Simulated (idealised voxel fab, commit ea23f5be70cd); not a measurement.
Process module, titled voxel plated lines
Square cell edge 5 nm, section width 220 nm, ID cut.
Square cells in a grid make up a cross-section in this document, and the grid is given as bands, listed from the top down, each one or more rows of cells.
Top height, bottom height, nm. Materials left to right, width each, nm. Single material + "edge to edge" = fills band edge to edge. "blank" = empty.
Where do heights start? At 0: under that level the wafer as delivered is made of one material only. And the lowest band has no floor; it just carries on downward, as in "0 and below".
With a width like "30->40", each row of cells in the band differs from the next by the same amount, the top row carrying the first number and the bottom row the second.
The designation "no alteration", where it is given for a processing step, indicates that no cell of the cross-section was altered in the course of that step.
The entry titled "Closed void list" provides the empty spaces that have no open way to the top, restricted to those of 8 cells or more. Each is presented as width x height at distance, the distance being measured from the left edge, with all three in nm.
Past the settings on a step's line: simulator remark, on that step.
If you see "overlay nm" on a step's line and that step has a mask, it's telling you how far right of where it was planned the mask ended up; a negative number means it went left instead.

Steps planned for the process
| 1 | op RECEIVE | material Si |
| 2 | op CONFORMAL_DEP | material SiN | thk nm 15 |
| 3 | op DIRECTIONAL_DEP | material TiN | thk nm 5 |
| 4 | op PATTERN | tone open | mask id LINES | material resist | width nm 15 | pitch nm 35 | thk nm 25 | overlay nm 0 |
| 5 | op EPI | material Ru | thk nm 10 |
| 6 | op EPI | material Ru | thk nm 10 |
| 7 | op STRIP | etch materials resist |
| 8 | op DIRECTIONAL_ETCH | etch materials TiN | depth nm 5 |
| 9 | op CONFORMAL_DEP | material SiCN | thk nm 10 |

As-received wafer cross-section (after step 1)
> 0 and below  Si edge to edge
> Closed void list: none

End-of-module XS, first of two wafers, run as planned
> 50 down to 40  blank=75 | SiCN=70 | blank=75
> 40 down to 25  blank=75 | SiCN=10 | Ru=15 | SiCN=20 | Ru=15 | SiCN=10 | blank=75
> 25 down to 20  SiCN=85 | Ru=15 | SiCN=20 | Ru=15 | SiCN=85
> 20 down to 15  SiCN=85 | TiN=15 | SiCN=20 | TiN=15 | SiCN=85
> 15 down to 0  SiN edge to edge
> 0 and below  Si edge to edge
> Closed void list: none

Wafer two, end of module, cross-section. Same start, same plan as wafer one. One mistake in the run
> 50 down to 40  blank=75 | SiCN=75 | blank=70
> 40 down to 25  blank=75 | SiCN=10 | Ru=20 | SiCN=15 | Ru=20 | SiCN=10 | blank=70
> 25 down to 20  SiCN=85 | Ru=20 | SiCN=15 | Ru=20 | SiCN=80
> 20 down to 15  SiCN=85 | TiN=20 | SiCN=15 | TiN=20 | SiCN=80
> 15 down to 0  SiN edge to edge
> 0 and below  Si edge to edge
> Closed void list: none
In executing the process, a mistake was made relative to the plan: step 4 ran differently from the plan; actual operation with settings: op PATTERN | tone open | mask id LINES | material resist | width nm 20 | pitch nm 35 | thk nm 25 | overlay nm 0
Final difference in cells, second wafer against first, listed per material as more or fewer: 8 more of Ru | 5 fewer of SiCN | 2 more of TiN
